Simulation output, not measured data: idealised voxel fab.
Documented hereafter: the process module known as voxel double patterning.
The cross-section on display is named cut; it measures 230 nm wide, and its cells are 5 nm squares.
Cross-section format: a grid of square cells, given as bands from top to bottom; each band is one or more rows of cells. Each band's line starts with the height of the band's top and of its bottom, in nm. Then come its materials from left to right, each with its width in nm. One material with "all across" fills the band from edge to edge. "empty" is empty space. Height reference: 0 = level under which incoming wafer is all one material. Lowest band: no bottom, runs on downward, e.g. "0 nm and below". Quick explanation for "30..40": the width changes in equal steps down the rows of cells, from the first number in the band's top row to the second number in its bottom row. "nothing different" for a step: no cell of the cross-section changed in that step. Enclosed voids (no open way to top), threshold 8 cells or more, entry "Closed cavity list", notation width x height at distance, distance from left edge, nm. The remark found on a step's line after its settings is issued by the simulator itself and pertains to that step. "overlay nm" on a masked step: distance the mask lay right of its planned place, negative for left.
-- These are the steps we planned for the process
1 RECEIVE (material Si)
2 CONFORMAL_DEP (material SiO2; thk nm 5)
3 DIRECTIONAL_DEP (material TiN; thk nm 10)
4 DIRECTIONAL_DEP (material SiN; thk nm 5)
5 MASKED_ETCH (tone open; mask id FIRST; width nm 15; pitch nm 50; etch materials SiN; depth nm 5; overlay nm 0)
6 MASKED_ETCH (tone open; mask id SECOND; width nm 15; etch materials SiN; depth nm 5; overlay nm 0)
7 DIRECTIONAL_ETCH (etch materials TiN; depth nm 10)
8 STRIP (etch materials SiN)
-- As received (post step 1): cross-section
> 0 nm and below: Si all across
> Closed cavity list: none
-- First of two wafers, end-of-module section, run followed plan
> 15 nm to 5 nm: TiN (80); empty (15); TiN (10); empty (15); TiN (10); empty (15); TiN (85)
> 5 nm to 0 nm: SiO2 all across
> 0 nm and below: Si all across
> Closed cavity list: none
-- Wafer two, sectioned after the module: the first wafer's start, the first wafer's plan, and one mistake in how it was run
> 15 nm to 5 nm: TiN (80); empty (20); TiN (5); empty (15); TiN (10); empty (20); TiN (80)
> 5 nm to 0 nm: SiO2 all across
> 0 nm and below: Si all across
> Closed cavity list: none
Plan not followed: not per plan at step 5, really ran MASKED_ETCH (tone open; mask id FIRST; width nm 20; pitch nm 50; etch materials SiN; depth nm 5; overlay nm 0)
Cell-count delta at end, second wafer over first, by material: TiN: 4 fewer
